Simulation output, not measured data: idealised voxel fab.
process module | voxel trench capacitor
cross-section cut | 245 nm wide | cells 5 nm
A cross-section is a grid of square cells, given in bands from the top down. A band is one or more rows of cells.
Each band's line starts with the height of the band's top and of its bottom, in nm. Then come its materials from left to right, each with its width in nm. One material with "throughout" fills the band from edge to edge. "air" is empty space.
Height 0 is the level under which the wafer as received is all one material. The lowest band goes on downwards, as in "0 down".
A width such as "30 to 40" changes by the same amount from each row of cells to the next, from the band's top row to its bottom row.
"no change" after a step means that no cell of the cross-section changed.
closed voids: empty space of 8 cells or more with no open way to the top, each as width x height at its distance from the left edge, in nm
after a step's settings: what the simulator itself notes on the step
overlay nm, on a step with a mask: how far to the right of its planned place the mask lay; to the left if negative
Each pair below shows a cross-section before one step and the cross-section after it, down to the lowest band that changed. The line under each pair gives the step between them, with its settings. The pairs can come from different runs of this module on the same starting wafer, so a pair continues from the pair above only where its "before" says so.
before
  15 to 10: air 50 | TiN 45 | air 5 | TiN 45 | air 5 | TiN 45 | air 50
  10 to 5: air 50 | TiN 5 | HfO2 35 | TiN 5 | air 5 | TiN 5 | HfO2 35 | TiN 5 | air 5 | TiN 5 | HfO2 35 | TiN 5 | air 50
  5 to 0: air 50 | TiN 5 | HfO2 5 | SiN 25 | HfO2 5 | TiN 5 | air 5 | TiN 5 | HfO2 5 | SiN 25 | HfO2 5 | TiN 5 | air 5 | TiN 5 | HfO2 5 | SiN 25 | HfO2 5 | TiN 5 | air 50
  0 to -15: air 50 | TiN 5 | HfO2 5 | Si 25 | HfO2 5 | TiN 5 | air 5 | TiN 5 | HfO2 5 | Si 25 | HfO2 5 | TiN 5 | air 5 | TiN 5 | HfO2 5 | Si 25 | HfO2 5 | TiN 5 | air 50
  -15 to -20: TiN 55 | HfO2 5 | Si 25 | HfO2 5 | TiN 15 | HfO2 5 | Si 25 | HfO2 5 | TiN 15 | HfO2 5 | Si 25 | HfO2 5 | TiN 55
  -20 to -25: HfO2 60 | Si 25 | HfO2 25 | Si 25 | HfO2 25 | Si 25 | HfO2 60
  -25 down: Si throughout
  closed voids: none
after
  20 to 15: W throughout
  15 to 10: W 50 | TiN 45 | W 5 | TiN 45 | W 5 | TiN 45 | W 50
  10 to 5: W 50 | TiN 5 | HfO2 35 | TiN 5 | W 5 | TiN 5 | HfO2 35 | TiN 5 | W 5 | TiN 5 | HfO2 35 | TiN 5 | W 50
  5 to 0: W 50 | TiN 5 | HfO2 5 | SiN 25 | HfO2 5 | TiN 5 | W 5 | TiN 5 | HfO2 5 | SiN 25 | HfO2 5 | TiN 5 | W 5 | TiN 5 | HfO2 5 | SiN 25 | HfO2 5 | TiN 5 | W 50
  0 to -15: W 50 | TiN 5 | HfO2 5 | Si 25 | HfO2 5 | TiN 5 | W 5 | TiN 5 | HfO2 5 | Si 25 | HfO2 5 | TiN 5 | W 5 | TiN 5 | HfO2 5 | Si 25 | HfO2 5 | TiN 5 | W 50
  below -15: unchanged
  closed voids: none
the step between: op FILL_DEP | material W | thk nm 5
before: the cross-section after the pair above
after
  5 to 0: W 50 | TiN 5 | HfO2 5 | SiN 25 | HfO2 5 | TiN 5 | W 5 | TiN 5 | HfO2 5 | SiN 25 | HfO2 5 | TiN 5 | W 5 | TiN 5 | HfO2 5 | SiN 25 | HfO2 5 | TiN 5 | W 50
  below 0: unchanged
  closed voids: none
the step between: op CMP | height nm 5
